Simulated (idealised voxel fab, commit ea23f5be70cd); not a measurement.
Module name: voxel released beams (process module)
We display cut, a cross-section 255 nm in width whose square cells are each 5 nm.
If you're reading a cross-section in this doc, picture square cells in a grid; it comes to you as bands, top ones listed first down to the bottom, and a band can be one or more rows of cells. What a band's entry tells you: where the top is and where the bottom is, as heights in nm, and after that what lies inside, material by material from left to right, each with its width in nm. Empty space is written as the word "air", and a single material marked with the word "all across" occupies the band from edge to edge. Heads up on the height convention: 0 is the point under which the incoming wafer is all one material, and the lowest band has no bottom, it just keeps going down, like "0 -> down". Read "30 to 40" as a graded width: first number on top, second number at the bottom, same change between each pair of neighbouring rows. When a step is marked "same as before", none of the cells in the cross-section changed during that step. Entry "Tabulated closed voids". Content: empty spaces with no open connection to the top, size 8 cells or greater. Each: width x height at distance. Distance: from left edge. Unit: nm. Note: text after step settings on the step line = simulator remark on that step. "overlay nm" on a masked step: distance the mask lay right of its planned place, negative for left.
-- plan
| 1 | RECEIVE: material Si |
| 2 | CONFORMAL_DEP: material Al2O3, thk nm 5 |
| 3 | DIRECTIONAL_DEP: material SiO2, thk nm 15 |
| 4 | MASKED_ETCH: tone open, mask id ANCHOR, width nm 35, etch materials SiO2, depth nm 15, overlay nm 0 |
| 5 | CONFORMAL_DEP: material W, thk nm 10 |
| 6 | DIRECTIONAL_DEP: material aC, thk nm 10 |
| 7 | PATTERN: tone cover, mask id BEAM, material resist, width nm 85, thk nm 30, overlay nm 0 |
| 8 | DIRECTIONAL_ETCH: etch materials aC, depth nm 10 |
| 9 | STRIP: etch materials resist |
| 10 | DIRECTIONAL_ETCH: etch materials W, depth nm 10 |
| 11 | STRIP: etch materials aC |
| 12 | STRIP: etch materials SiO2 |
Be aware that, although all wafers share a common starting state, the width nm at step 7 differs among them, and the plan displays the first wafer's value.
-- As received, i.e. after step 1: cross-section through the first of several wafers
* 0 -> down = Si all across
* Tabulated closed voids: none
-- wafer rows; end of module; cells per material since receipt: (+) gained, (-) lost; then closed voids
width nm 85 | +51 Al2O3 | +46 W | Tabulated closed voids: none
width nm 90 | +51 Al2O3 | +48 W | Tabulated closed voids: none
width nm 95 | +51 Al2O3 | +50 W | Tabulated closed voids: none
width nm 100 | +51 Al2O3 | +52 W | Tabulated closed voids: none
width nm 105 | +51 Al2O3 | +54 W | Tabulated closed voids: none
width nm 110 | +51 Al2O3 | +56 W | Tabulated closed voids: none
